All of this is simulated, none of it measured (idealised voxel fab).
Documented hereafter: the process module known as voxel transistor to metal.
This is section cut - it's 210 nm across, gridded in 5 nm square cells.
A cross-section is written here as square cells arranged in a grid, and it is given in bands from the top down, each band taking up one or more rows of cells.
The entry gives the band's vertical extent as a top height and a bottom height in nm, then its horizontal make-up as materials from left to right, each with a width in nm. "blank" stands for empty space; a single material marked "edge to edge" fills the band edge to edge.
Heights are measured from 0, the level below which the as-received wafer is all one material; the lowest band has no bottom and continues downward, written as in "0 and below".
The notation "30 to 40" denotes a width that varies across the rows of cells in the band, beginning at the first number in the top row, finishing at the second number in the bottom row, and changing by an identical amount from each row to the next.
Step note "no change" = no cross-section cell changed.
In "Closed empty spaces" the enclosed voids are listed, meaning empty spaces of 8 cells or larger without any opening to the top. The form is width x height at distance, distance from the left edge, units nm.
Read whatever lies past the settings on a step's line as the simulator's own remark about the step.
A step's line can hold "overlay nm"; with a mask on that step, the setting says how far right of the planned place the mask lay, while a negative setting says it lay to the left.
[Set out below are the planned steps of the process]
1,RECEIVE,material Si
2,CONFORMAL_DEP,material SiO2,thk nm 5
3,CONFORMAL_DEP,material SiN,thk nm 15
4,DIRECTIONAL_DEP,material aC,thk nm 10
5,PATTERN,tone cover,mask id ACTIVE,material resist,width nm 85,thk nm 30,overlay nm 0
6,DIRECTIONAL_ETCH,etch materials aC,depth nm 10
7,STRIP,etch materials resist
8,DIRECTIONAL_ETCH,etch materials SiN,depth nm 15
9,DIRECTIONAL_ETCH,etch materials SiO2,depth nm 5
10,DIRECTIONAL_ETCH,etch materials Si,depth nm 25
11,STRIP,etch materials aC
12,OXIDIZE,depth nm 5
13,FILL_DEP,material SiO2,thk nm 15
14,CMP,height nm 20
15,SELECTIVE_ETCH,etch materials SiO2,depth nm 5
16,STRIP,etch materials SiN
17,SELECTIVE_ETCH,etch materials SiO2,depth nm 5
18,OXIDIZE,depth nm 5
19,DIRECTIONAL_DEP,material polySi,thk nm 20
20,DIRECTIONAL_DEP,material SiCN,thk nm 15
21,MASKED_ETCH,tone cover,mask id GATE,width nm 15,etch materials SiCN,depth nm 25,overlay nm 0
22,MASKED_ETCH,tone cover,mask id GATE,width nm 15,etch materials polySi,depth nm 30,overlay nm 0
23,CONFORMAL_DEP,material SiO2,thk nm 5
24,DIRECTIONAL_ETCH,etch materials SiO2,depth nm 5
25,CONFORMAL_DEP,material SiN,thk nm 5
26,DIRECTIONAL_ETCH,etch materials SiN,depth nm 5
27,DIRECTIONAL_ETCH,etch materials SiO2,depth nm 5
28,DIRECTIONAL_ETCH,etch materials Si,depth nm 5
29,EPI,material pSi,thk nm 10
30,FILL_DEP,material SiO2,thk nm 5
31,CMP,height nm 35
32,DIRECTIONAL_DEP,material SiO2,thk nm 15
33,PATTERN,tone open,mask id CONTACT,material resist,width nm 25,pitch nm 50,thk nm 15,overlay nm 0
34,DIRECTIONAL_ETCH,etch materials SiO2,depth nm 50
35,STRIP,etch materials resist
36,CONFORMAL_DEP,material TiN,thk nm 5
37,FILL_DEP,material Ru,thk nm 10
38,CMP,height nm 50
39,CONFORMAL_DEP,material SiCN,thk nm 5
40,DIRECTIONAL_DEP,material lowk,thk nm 15
41,DIRECTIONAL_DEP,material aC,thk nm 15
42,PATTERN,tone open,mask id METAL_1,material resist,width nm 15,pitch nm 60,thk nm 30,overlay nm 0
43,DIRECTIONAL_ETCH,etch materials aC,depth nm 15
44,STRIP,etch materials resist
45,DIRECTIONAL_ETCH,etch materials lowk,depth nm 15
46,DIRECTIONAL_ETCH,etch materials SiCN,depth nm 5
47,STRIP,etch materials aC
48,CONFORMAL_DEP,material TiN,thk nm 5
49,FILL_DEP,material Ru,thk nm 10
50,CMP,height nm 70
51,CONFORMAL_DEP,material SiCN,thk nm 5
52,DIRECTIONAL_DEP,material SiO2,thk nm 35
53,DIRECTIONAL_DEP,material aC,thk nm 15
54,PATTERN,tone open,mask id METAL_2,material resist,width nm 15,pitch nm 60,thk nm 35,overlay nm 0
55,DIRECTIONAL_ETCH,etch materials aC,depth nm 15
56,STRIP,etch materials resist
57,DIRECTIONAL_ETCH,etch materials SiO2,depth nm 20
58,STRIP,etch materials aC
59,MASKED_ETCH,tone open,mask id METAL_2_HOLES,width nm 15,pitch nm 60,etch materials SiO2,depth nm 15,overlay nm 0
60,MASKED_ETCH,tone open,mask id METAL_2_HOLES,width nm 15,pitch nm 60,etch materials SiCN,depth nm 5,overlay nm 0
61,CONFORMAL_DEP,material TiN,thk nm 5
62,FILL_DEP,material Cu,thk nm 5
63,CMP,height nm 110
64,CONFORMAL_DEP,material SiN,thk nm 5
[The following pertains to the first of two wafers, which was processed as planned]
[Incoming wafer in cross-section (state: after step 1)]
0 and below  Si edge to edge
Closed empty spaces: none
[Wafer section view after processing step 2]
5 down to 0  SiO2 edge to edge
Anything lower than 0 is untouched.
[Wafer section view after processing step 3]
20 down to 5  SiN edge to edge
Anything lower than 5 is untouched.
[Wafer section view after processing step 4]
30 down to 20  aC edge to edge
Anything lower than 20 is untouched.
[Wafer section view after processing step 5]
60 down to 30  blank=60  resist=85  blank=65
Anything lower than 30 is untouched.
[Wafer section view after processing step 6]
50 down to 30  blank=60  resist=85  blank=65
30 down to 20  blank=60  aC=85  blank=65
Anything lower than 20 is untouched.
[Wafer section view after processing step 7]
30 down to 20  blank=60  aC=85  blank=65
Anything lower than 20 is untouched.
[Wafer section view after processing step 8]
30 down to 20  blank=60  aC=85  blank=65
20 down to 5  blank=60  SiN=85  blank=65
Anything lower than 5 is untouched.
[Wafer section view after processing step 9]
30 down to 20  blank=60  aC=85  blank=65
20 down to 5  blank=60  SiN=85  blank=65
5 down to 0  blank=60  SiO2=85  blank=65
Anything lower than 0 is untouched.
[Wafer section view after processing step 10]
30 down to 20  blank=60  aC=85  blank=65
20 down to 5  blank=60  SiN=85  blank=65
5 down to 0  blank=60  SiO2=85  blank=65
0 down to -25  blank=60  Si=85  blank=65
Anything lower than -25 is untouched.
[Wafer section view after processing step 11]
20 down to 5  blank=60  SiN=85  blank=65
Anything lower than 5 is untouched.
[Wafer section view after processing step 12]
20 down to 5  blank=60  SiN=85  blank=65
5 down to 0  blank=60  SiO2=85  blank=65
0 down to -25  blank=60  SiO2=5  Si=75  SiO2=5  blank=65
-25 down to -30  SiO2=65  Si=75  SiO2=70
Anything lower than -30 is untouched.
[Wafer section view after processing step 13]
35 down to 20  SiO2 edge to edge
20 down to 5  SiO2=60  SiN=85  SiO2=65
5 down to 0  SiO2 edge to edge
0 down to -30  SiO2=65  Si=75  SiO2=70
Anything lower than -30 is untouched.
[Wafer section view after processing step 14]
20 down to 5  SiO2=60  SiN=85  SiO2=65
Anything lower than 5 is untouched.
[Wafer section view after processing step 15]
20 down to 15  blank=60  SiN=85  blank=65
Anything lower than 15 is untouched.
[Wafer section view after processing step 16]
15 down to 5  SiO2=60  blank=85  SiO2=65
Anything lower than 5 is untouched.
[Wafer section view after processing step 17]
10 down to 0  SiO2=55  blank=95  SiO2=60
Anything lower than 0 is untouched.
[Wafer section view after processing step 18]
10 down to 0  SiO2=55  blank=95  SiO2=60
0 down to -5  SiO2 edge to edge
Anything lower than -5 is untouched.
[Wafer section view after processing step 19]
30 down to 20  polySi=55  blank=95  polySi=60
20 down to 10  polySi edge to edge
10 down to 0  SiO2=55  polySi=95  SiO2=60
Anything lower than 0 is untouched.
[Wafer section view after processing step 20]
45 down to 35  SiCN=55  blank=95  SiCN=60
35 down to 30  SiCN edge to edge
30 down to 20  polySi=55  SiCN=95  polySi=60
Anything lower than 20 is untouched.
[Wafer section view after processing step 21]
35 down to 30  blank=95  SiCN=15  blank=100
30 down to 20  polySi=55  blank=40  SiCN=15  blank=40  polySi=60
Anything lower than 20 is untouched.
[Wafer section view after processing step 22]
35 down to 20  blank=95  SiCN=15  blank=100
20 down to 10  blank=95  polySi=15  blank=100
10 down to 0  SiO2=55  blank=40  polySi=15  blank=40  SiO2=60
Anything lower than 0 is untouched.
[Wafer section view after processing step 23]
40 down to 35  blank=90  SiO2=25  blank=95
35 down to 20  blank=90  SiO2=5  SiCN=15  SiO2=5  blank=95
20 down to 15  blank=90  SiO2=5  polySi=15  SiO2=5  blank=95
15 down to 5  SiO2=60  blank=30  SiO2=5  polySi=15  SiO2=5  blank=30  SiO2=65
5 down to 0  SiO2=95  polySi=15  SiO2=100
Anything lower than 0 is untouched.
[Wafer section view after processing step 24]
35 down to 20  blank=90  SiO2=5  SiCN=15  SiO2=5  blank=95
20 down to 10  blank=90  SiO2=5  polySi=15  SiO2=5  blank=95
10 down to 0  SiO2=60  blank=30  SiO2=5  polySi=15  SiO2=5  blank=30  SiO2=65
Anything lower than 0 is untouched.
[Wafer section view after processing step 25]
40 down to 35  blank=85  SiN=35  blank=90
35 down to 20  blank=85  SiN=5  SiO2=5  SiCN=15  SiO2=5  SiN=5  blank=90
20 down to 15  blank=85  SiN=5  SiO2=5  polySi=15  SiO2=5  SiN=5  blank=90
15 down to 10  SiN=65  blank=20  SiN=5  SiO2=5  polySi=15  SiO2=5  SiN=5  blank=20  SiN=70
10 down to 5  SiO2=60  SiN=5  blank=20  SiN=5  SiO2=5  polySi=15  SiO2=5  SiN=5  blank=20  SiN=5  SiO2=65
5 down to 0  SiO2=60  SiN=30  SiO2=5  polySi=15  SiO2=5  SiN=30  SiO2=65
Anything lower than 0 is untouched.
[Wafer section view after processing step 26]
35 down to 20  blank=85  SiN=5  SiO2=5  SiCN=15  SiO2=5  SiN=5  blank=90
20 down to 10  blank=85  SiN=5  SiO2=5  polySi=15  SiO2=5  SiN=5  blank=90
10 down to 0  SiO2=60  SiN=5  blank=20  SiN=5  SiO2=5  polySi=15  SiO2=5  SiN=5  blank=20  SiN=5  SiO2=65
Anything lower than 0 is untouched.
[Wafer section view after processing step 27]
35 down to 30  blank=85  SiN=5  blank=5  SiCN=15  blank=5  SiN=5  blank=90
30 down to 20  blank=85  SiN=5  SiO2=5  SiCN=15  SiO2=5  SiN=5  blank=90
20 down to 10  blank=85  SiN=5  SiO2=5  polySi=15  SiO2=5  SiN=5  blank=90
10 down to 5  blank=60  SiN=5  blank=20  SiN=5  SiO2=5  polySi=15  SiO2=5  SiN=5  blank=20  SiN=5  blank=65
5 down to 0  SiO2=60  SiN=5  blank=20  SiN=5  SiO2=5  polySi=15  SiO2=5  SiN=5  blank=20  SiN=5  SiO2=65
0 down to -5  SiO2=65  blank=20  SiO2=35  blank=20  SiO2=70
Anything lower than -5 is untouched.
[Wafer section view after processing step 28]
35 down to 30  blank=85  SiN=5  blank=5  SiCN=15  blank=5  SiN=5  blank=90
30 down to 20  blank=85  SiN=5  SiO2=5  SiCN=15  SiO2=5  SiN=5  blank=90
20 down to 10  blank=85  SiN=5  SiO2=5  polySi=15  SiO2=5  SiN=5  blank=90
10 down to 5  blank=60  SiN=5  blank=20  SiN=5  SiO2=5  polySi=15  SiO2=5  SiN=5  blank=20  SiN=5  blank=65
5 down to 0  SiO2=60  SiN=5  blank=20  SiN=5  SiO2=5  polySi=15  SiO2=5  SiN=5  blank=20  SiN=5  SiO2=65
0 down to -5  SiO2=65  blank=20  SiO2=35  blank=20  SiO2=70
-5 down to -10  SiO2=65  blank=20  Si=35  blank=20  SiO2=70
Anything lower than -10 is untouched.
[Wafer section view after processing step 29]
35 down to 30  blank=85  SiN=5  blank=5  SiCN=15  blank=5  SiN=5  blank=90
30 down to 20  blank=85  SiN=5  SiO2=5  SiCN=15  SiO2=5  SiN=5  blank=90
20 down to 10  blank=85  SiN=5  SiO2=5  polySi=15  SiO2=5  SiN=5  blank=90
10 down to 5  blank=60  SiN=5  blank=20  SiN=5  SiO2=5  polySi=15  SiO2=5  SiN=5  blank=20  SiN=5  blank=65
5 down to 0  SiO2=60  SiN=5  blank=10  pSi=10  SiN=5  SiO2=5  polySi=15  SiO2=5  SiN=5  pSi=10  blank=10  SiN=5  SiO2=65
0 down to -5  SiO2=65  pSi=20  SiO2=35  pSi=20  SiO2=70
-5 down to -10  SiO2=65  pSi=20  Si=35  pSi=20  SiO2=70
Anything lower than -10 is untouched.
[Wafer section view after processing step 30]
40 down to 35  SiO2 edge to edge
35 down to 20  SiO2=85  SiN=5  SiO2=5  SiCN=15  SiO2=5  SiN=5  SiO2=90
20 down to 10  SiO2=85  SiN=5  SiO2=5  polySi=15  SiO2=5  SiN=5  SiO2=90
10 down to 5  SiO2=60  SiN=5  SiO2=20  SiN=5  SiO2=5  polySi=15  SiO2=5  SiN=5  SiO2=20  SiN=5  SiO2=65
5 down to 0  SiO2=60  SiN=5  SiO2=10  pSi=10  SiN=5  SiO2=5  polySi=15  SiO2=5  SiN=5  pSi=10  SiO2=10  SiN=5  SiO2=65
Anything lower than 0 is untouched.
[Wafer section view after processing step 31]
35 down to 20  SiO2=85  SiN=5  SiO2=5  SiCN=15  SiO2=5  SiN=5  SiO2=90
Anything lower than 20 is untouched.
[Wafer section view after processing step 32]
50 down to 35  SiO2 edge to edge
Anything lower than 35 is untouched.
[Wafer section view after processing step 33]
65 down to 50  resist=65  blank=25  resist=25  blank=25  resist=70
Anything lower than 50 is untouched.
[Wafer section view after processing step 34]
65 down to 50  resist=65  blank=25  resist=25  blank=25  resist=70
50 down to 35  SiO2=65  blank=25  SiO2=25  blank=25  SiO2=70
35 down to 20  SiO2=65  blank=20  SiN=5  SiO2=5  SiCN=15  SiO2=5  SiN=5  blank=20  SiO2=70
20 down to 10  SiO2=65  blank=20  SiN=5  SiO2=5  polySi=15  SiO2=5  SiN=5  blank=20  SiO2=70
10 down to 5  SiO2=60  SiN=5  blank=20  SiN=5  SiO2=5  polySi=15  SiO2=5  SiN=5  blank=20  SiN=5  SiO2=65
5 down to 0  SiO2=60  SiN=5  blank=10  pSi=10  SiN=5  SiO2=5  polySi=15  SiO2=5  SiN=5  pSi=10  blank=10  SiN=5  SiO2=65
Anything lower than 0 is untouched.
[Wafer section view after processing step 35]
50 down to 35  SiO2=65  blank=25  SiO2=25  blank=25  SiO2=70
Anything lower than 35 is untouched.
[Wafer section view after processing step 36]
55 down to 50  TiN=70  blank=15  TiN=35  blank=15  TiN=75
50 down to 40  SiO2=65  TiN=5  blank=15  TiN=5  SiO2=25  TiN=5  blank=15  TiN=5  SiO2=70
40 down to 35  SiO2=65  TiN=5  blank=10  TiN=10  SiO2=25  TiN=10  blank=10  TiN=5  SiO2=70
35 down to 20  SiO2=65  TiN=5  blank=10  TiN=5  SiN=5  SiO2=5  SiCN=15  SiO2=5  SiN=5  TiN=5  blank=10  TiN=5  SiO2=70
20 down to 10  SiO2=65  TiN=5  blank=10  TiN=5  SiN=5  SiO2=5  polySi=15  SiO2=5  SiN=5  TiN=5  blank=10  TiN=5  SiO2=70
10 down to 5  SiO2=60  SiN=5  TiN=20  SiN=5  SiO2=5  polySi=15  SiO2=5  SiN=5  TiN=20  SiN=5  SiO2=65
5 down to 0  SiO2=60  SiN=5  TiN=10  pSi=10  SiN=5  SiO2=5  polySi=15  SiO2=5  SiN=5  pSi=10  TiN=10  SiN=5  SiO2=65
Anything lower than 0 is untouched.
[Wafer section view after processing step 37]
65 down to 55  Ru edge to edge
55 down to 50  TiN=70  Ru=15  TiN=35  Ru=15  TiN=75
50 down to 40  SiO2=65  TiN=5  Ru=15  TiN=5  SiO2=25  TiN=5  Ru=15  TiN=5  SiO2=70
40 down to 35  SiO2=65  TiN=5  Ru=10  TiN=10  SiO2=25  TiN=10  Ru=10  TiN=5  SiO2=70
35 down to 20  SiO2=65  TiN=5  Ru=10  TiN=5  SiN=5  SiO2=5  SiCN=15  SiO2=5  SiN=5  TiN=5  Ru=10  TiN=5  SiO2=70
20 down to 10  SiO2=65  TiN=5  Ru=10  TiN=5  SiN=5  SiO2=5  polySi=15  SiO2=5  SiN=5  TiN=5  Ru=10  TiN=5  SiO2=70
Anything lower than 10 is untouched.
[Wafer section view after processing step 38]
50 down to 40  SiO2=65  TiN=5  Ru=15  TiN=5  SiO2=25  TiN=5  Ru=15  TiN=5  SiO2=70
Anything lower than 40 is untouched.
[Wafer section view after processing step 39]
55 down to 50  SiCN edge to edge
Anything lower than 50 is untouched.
[Wafer section view after processing step 40]
70 down to 55  lowk edge to edge
Anything lower than 55 is untouched.
[Wafer section view after processing step 41]
85 down to 70  aC edge to edge
Anything lower than 70 is untouched.
[Wafer section view after processing step 42]
115 down to 85  resist=65  blank=15  resist=45  blank=15  resist=70
Anything lower than 85 is untouched.
[Wafer section view after processing step 43]
100 down to 85  resist=65  blank=15  resist=45  blank=15  resist=70
85 down to 70  aC=65  blank=15  aC=45  blank=15  aC=70
Anything lower than 70 is untouched.
[Wafer section view after processing step 44]
85 down to 70  aC=65  blank=15  aC=45  blank=15  aC=70
Anything lower than 70 is untouched.
[Wafer section view after processing step 45]
85 down to 70  aC=65  blank=15  aC=45  blank=15  aC=70
70 down to 55  lowk=65  blank=15  lowk=45  blank=15  lowk=70
Anything lower than 55 is untouched.
[Wafer section view after processing step 46]
85 down to 70  aC=65  blank=15  aC=45  blank=15  aC=70
70 down to 55  lowk=65  blank=15  lowk=45  blank=15  lowk=70
55 down to 50  SiCN=65  blank=15  SiCN=45  blank=15  SiCN=70
Anything lower than 50 is untouched.
[Wafer section view after processing step 47]
70 down to 55  lowk=65  blank=15  lowk=45  blank=15  lowk=70
Anything lower than 55 is untouched.
[Wafer section view after processing step 48]
75 down to 70  TiN=70  blank=5  TiN=55  blank=5  TiN=75
70 down to 55  lowk=65  TiN=5  blank=5  TiN=5  lowk=45  TiN=5  blank=5  TiN=5  lowk=70
55 down to 50  SiCN=65  TiN=15  SiCN=45  TiN=15  SiCN=70
Anything lower than 50 is untouched.
[Wafer section view after processing step 49]
85 down to 75  Ru edge to edge
75 down to 70  TiN=70  Ru=5  TiN=55  Ru=5  TiN=75
70 down to 55  lowk=65  TiN=5  Ru=5  TiN=5  lowk=45  TiN=5  Ru=5  TiN=5  lowk=70
Anything lower than 55 is untouched.
[Wafer section view after processing step 50]
70 down to 55  lowk=65  TiN=5  Ru=5  TiN=5  lowk=45  TiN=5  Ru=5  TiN=5  lowk=70
Anything lower than 55 is untouched.
[Wafer section view after processing step 51]
75 down to 70  SiCN edge to edge
Anything lower than 70 is untouched.
[Wafer section view after processing step 52]
110 down to 75  SiO2 edge to edge
Anything lower than 75 is untouched.
[Wafer section view after processing step 53]
125 down to 110  aC edge to edge
Anything lower than 110 is untouched.
[Wafer section view after processing step 54]
160 down to 125  resist=65  blank=15  resist=45  blank=15  resist=70
Anything lower than 125 is untouched.
[Wafer section view after processing step 55]
145 down to 125  resist=65  blank=15  resist=45  blank=15  resist=70
125 down to 110  aC=65  blank=15  aC=45  blank=15  aC=70
Anything lower than 110 is untouched.
[Wafer section view after processing step 56]
125 down to 110  aC=65  blank=15  aC=45  blank=15  aC=70
Anything lower than 110 is untouched.
[Wafer section view after processing step 57]
125 down to 110  aC=65  blank=15  aC=45  blank=15  aC=70
110 down to 90  SiO2=65  blank=15  SiO2=45  blank=15  SiO2=70
Anything lower than 90 is untouched.
[Wafer section view after processing step 58]
110 down to 90  SiO2=65  blank=15  SiO2=45  blank=15  SiO2=70
Anything lower than 90 is untouched.
[Wafer section view after processing step 59]
110 down to 75  SiO2=65  blank=15  SiO2=45  blank=15  SiO2=70
Anything lower than 75 is untouched.
[Wafer section view after processing step 60]
110 down to 75  SiO2=65  blank=15  SiO2=45  blank=15  SiO2=70
75 down to 70  SiCN=65  blank=15  SiCN=45  blank=15  SiCN=70
Anything lower than 70 is untouched.
[Wafer section view after processing step 61]
115 down to 110  TiN=70  blank=5  TiN=55  blank=5  TiN=75
110 down to 75  SiO2=65  TiN=5  blank=5  TiN=5  SiO2=45  TiN=5  blank=5  TiN=5  SiO2=70
75 down to 70  SiCN=65  TiN=15  SiCN=45  TiN=15  SiCN=70
Anything lower than 70 is untouched.
[Wafer section view after processing step 62]
120 down to 115  Cu edge to edge
115 down to 110  TiN=70  Cu=5  TiN=55  Cu=5  TiN=75
110 down to 75  SiO2=65  TiN=5  Cu=5  TiN=5  SiO2=45  TiN=5  Cu=5  TiN=5  SiO2=70
Anything lower than 75 is untouched.
[Wafer section view after processing step 63]
110 down to 75  SiO2=65  TiN=5  Cu=5  TiN=5  SiO2=45  TiN=5  Cu=5  TiN=5  SiO2=70
Anything lower than 75 is untouched.
[Wafer section view after processing step 64]
115 down to 110  SiN edge to edge
Anything lower than 110 is untouched.
[Wafer two: like wafer one in start and plan, but with one mistake in execution; identical up to and including step 41]
[At the planned end of step 42, the second wafer in cross-section]
115 down to 85  resist=60  blank=25  resist=35  blank=25  resist=65
Anything lower than 85 is untouched.
[At the planned end of step 43, the second wafer in cross-section]
100 down to 85  resist=60  blank=25  resist=35  blank=25  resist=65
85 down to 70  aC=60  blank=25  aC=35  blank=25  aC=65
Anything lower than 70 is untouched.
[At the planned end of step 44, the second wafer in cross-section]
85 down to 70  aC=60  blank=25  aC=35  blank=25  aC=65
Anything lower than 70 is untouched.
[At the planned end of step 45, the second wafer in cross-section]
85 down to 70  aC=60  blank=25  aC=35  blank=25  aC=65
70 down to 55  lowk=60  blank=25  lowk=35  blank=25  lowk=65
Anything lower than 55 is untouched.
[At the planned end of step 46, the second wafer in cross-section]
85 down to 70  aC=60  blank=25  aC=35  blank=25  aC=65
70 down to 55  lowk=60  blank=25  lowk=35  blank=25  lowk=65
55 down to 50  SiCN=60  blank=25  SiCN=35  blank=25  SiCN=65
Anything lower than 50 is untouched.
[At the planned end of step 47, the second wafer in cross-section]
70 down to 55  lowk=60  blank=25  lowk=35  blank=25  lowk=65
Anything lower than 55 is untouched.
[At the planned end of step 48, the second wafer in cross-section]
75 down to 70  TiN=65  blank=15  TiN=45  blank=15  TiN=70
70 down to 55  lowk=60  TiN=5  blank=15  TiN=5  lowk=35  TiN=5  blank=15  TiN=5  lowk=65
55 down to 50  SiCN=60  TiN=25  SiCN=35  TiN=25  SiCN=65
Anything lower than 50 is untouched.
[At the planned end of step 49, the second wafer in cross-section]
85 down to 75  Ru edge to edge
75 down to 70  TiN=65  Ru=15  TiN=45  Ru=15  TiN=70
70 down to 55  lowk=60  TiN=5  Ru=15  TiN=5  lowk=35  TiN=5  Ru=15  TiN=5  lowk=65
Anything lower than 55 is untouched.
[At the planned end of step 50, the second wafer in cross-section]
70 down to 55  lowk=60  TiN=5  Ru=15  TiN=5  lowk=35  TiN=5  Ru=15  TiN=5  lowk=65
Anything lower than 55 is untouched.
[At the planned end of step 51, the second wafer in cross-section]
75 down to 70  SiCN edge to edge
Anything lower than 70 is untouched.
[At the planned end of step 52, the second wafer in cross-section]
110 down to 75  SiO2 edge to edge
Anything lower than 75 is untouched.
[At the planned end of step 53, the second wafer in cross-section]
125 down to 110  aC edge to edge
Anything lower than 110 is untouched.
[At the planned end of step 54, the second wafer in cross-section]
160 down to 125  resist=65  blank=15  resist=45  blank=15  resist=70
Anything lower than 125 is untouched.
[At the planned end of step 55, the second wafer in cross-section]
145 down to 125  resist=65  blank=15  resist=45  blank=15  resist=70
125 down to 110  aC=65  blank=15  aC=45  blank=15  aC=70
Anything lower than 110 is untouched.
[At the planned end of step 56, the second wafer in cross-section]
125 down to 110  aC=65  blank=15  aC=45  blank=15  aC=70
Anything lower than 110 is untouched.
[At the planned end of step 57, the second wafer in cross-section]
125 down to 110  aC=65  blank=15  aC=45  blank=15  aC=70
110 down to 90  SiO2=65  blank=15  SiO2=45  blank=15  SiO2=70
Anything lower than 90 is untouched.
[At the planned end of step 58, the second wafer in cross-section]
110 down to 90  SiO2=65  blank=15  SiO2=45  blank=15  SiO2=70
Anything lower than 90 is untouched.
[At the planned end of step 59, the second wafer in cross-section]
110 down to 75  SiO2=65  blank=15  SiO2=45  blank=15  SiO2=70
Anything lower than 75 is untouched.
[At the planned end of step 60, the second wafer in cross-section]
110 down to 75  SiO2=65  blank=15  SiO2=45  blank=15  SiO2=70
75 down to 70  SiCN=65  blank=15  SiCN=45  blank=15  SiCN=70
Anything lower than 70 is untouched.
[At the planned end of step 61, the second wafer in cross-section]
115 down to 110  TiN=70  blank=5  TiN=55  blank=5  TiN=75
110 down to 75  SiO2=65  TiN=5  blank=5  TiN=5  SiO2=45  TiN=5  blank=5  TiN=5  SiO2=70
75 down to 70  SiCN=65  TiN=15  SiCN=45  TiN=15  SiCN=70
Anything lower than 70 is untouched.
[At the planned end of step 62, the second wafer in cross-section]
120 down to 115  Cu edge to edge
115 down to 110  TiN=70  Cu=5  TiN=55  Cu=5  TiN=75
110 down to 75  SiO2=65  TiN=5  Cu=5  TiN=5  SiO2=45  TiN=5  Cu=5  TiN=5  SiO2=70
Anything lower than 75 is untouched.
[At the planned end of step 63, the second wafer in cross-section]
110 down to 75  SiO2=65  TiN=5  Cu=5  TiN=5  SiO2=45  TiN=5  Cu=5  TiN=5  SiO2=70
Anything lower than 75 is untouched.
[At the planned end of step 64, the second wafer in cross-section]
115 down to 110  SiN edge to edge
Anything lower than 110 is untouched.
Plan not followed: heads up, step 42 didn't go per plan, it actually ran as PATTERN,tone open,mask id METAL_1,material resist,width nm 25,pitch nm 60,thk nm 30,overlay nm 0
Final tally in cells, some materials are higher or lower on the second wafer than on the first: +12 Ru, -4 SiCN, +4 TiN, -12 lowk
